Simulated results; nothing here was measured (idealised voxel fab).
The following is a process module called voxel wiring stack.
For reference, the cross-section in this document is cut, with width 210 nm and square cells of 5 nm.
In what follows, cross-sections appear as grids of square cells, described through bands that run from the top down, where every band is one or more rows of cells. Within each band entry, the heights of the top and of the bottom of the band appear first, in that order and in nm; the materials of the band then follow from left to right, each with its corresponding width in nm. The designation "everywhere" on a single material indicates that it fills the band from edge to edge; the designation "blank" indicates empty space. It should be noted that heights are counted from 0, beneath which the wafer as supplied is of one material throughout, and that the lowest band possesses no lower boundary but continues downward, as written in "0 -> down". Per-row width for "30->40": begins at first number (top row of band), ends at second number (bottom row), increment between rows held constant. It should be understood that the words "identical to before", when stated for a given step, signify that the cross-section underwent no change in any of its cells during that step. Basically, "Encapsulated voids" tells you about the enclosed voids: empty spaces with no open way to the top, 8 cells or bigger, each written width x height at distance, where distance is from the left edge, all in nm. Read whatever lies past the settings on a step's line as the simulator's own remark about the step. overlay nm: on a step with a mask, how far right of its planned place the mask lay; negative means left.

## Intended process steps
step 1: RECEIVE, material Si
step 2: CONFORMAL_DEP, material SiO2, thk nm 10
step 3: DIRECTIONAL_DEP, material TiN, thk nm 5
step 4: DIRECTIONAL_DEP, material W, thk nm 25
step 5: DIRECTIONAL_DEP, material aC, thk nm 15
step 6: PATTERN, tone cover, mask id METAL_1, material resist, width nm 20, pitch nm 45, thk nm 35, overlay nm 0
step 7: DIRECTIONAL_ETCH, etch materials aC, depth nm 15
step 8: STRIP, etch materials resist
step 9: DIRECTIONAL_ETCH, etch materials W, depth nm 25
step 10: DIRECTIONAL_ETCH, etch materials TiN, depth nm 5
step 11: STRIP, etch materials aC
step 12: CONFORMAL_DEP, material SiN, thk nm 5
step 13: FILL_DEP, material lowk, thk nm 5
step 14: CMP, height nm 40
step 15: CONFORMAL_DEP, material SiCN, thk nm 5
step 16: DIRECTIONAL_DEP, material lowk, thk nm 15
step 17: MASKED_ETCH, tone open, mask id PLUG_1, width nm 15, pitch nm 45, etch materials lowk, depth nm 15, overlay nm 0
step 18: MASKED_ETCH, tone open, mask id PLUG_1, width nm 15, pitch nm 45, etch materials SiCN, depth nm 5, overlay nm 0
step 19: CONFORMAL_DEP, material TiN, thk nm 5
step 20: FILL_DEP, material Ru, thk nm 5
step 21: CMP, height nm 60
step 22: DIRECTIONAL_DEP, material TiN, thk nm 5
step 23: DIRECTIONAL_DEP, material W, thk nm 20
step 24: PATTERN, tone cover, mask id METAL_2, material resist, width nm 20, pitch nm 45, thk nm 15, overlay nm 0
step 25: DIRECTIONAL_ETCH, etch materials W, depth nm 10
step 26: DIRECTIONAL_ETCH, etch materials TiN, depth nm 5
step 27: STRIP, etch materials resist
step 28: CONFORMAL_DEP, material SiN, thk nm 5
step 29: FILL_DEP, material SiO2, thk nm 5
step 30: CMP, height nm 85
step 31: CONFORMAL_DEP, material SiN, thk nm 5
The wafers are alike at the start. At step 25, their depth nm differs. The plan lists the first wafer's value.

## Cross-section of the first of several wafers on receipt, reflecting completion of step 1
- 0 -> down = Si everywhere
- Encapsulated voids: none

## Per wafer (row), end of module: delta in cells per material since receipt, (+) for gained, (-) for lost; closed voids after that
depth nm 10; +12 Ru; +30 SiCN; +142 SiN; +102 SiO2; +94 TiN; +196 W; +180 lowk; Encapsulated voids: none
depth nm 15; +12 Ru; +30 SiCN; +150 SiN; +120 SiO2; +94 TiN; +170 W; +180 lowk; Encapsulated voids: none
depth nm 20; +12 Ru; +30 SiCN; +166 SiN; +156 SiO2; +68 TiN; +144 W; +180 lowk; Encapsulated voids: none
depth nm 25; +12 Ru; +30 SiCN; +166 SiN; +156 SiO2; +68 TiN; +144 W; +180 lowk; Encapsulated voids: none
depth nm 30; +12 Ru; +30 SiCN; +166 SiN; +156 SiO2; +68 TiN; +144 W; +180 lowk; Encapsulated voids: none
depth nm 35; +12 Ru; +30 SiCN; +166 SiN; +156 SiO2; +68 TiN; +144 W; +180 lowk; Encapsulated voids: none
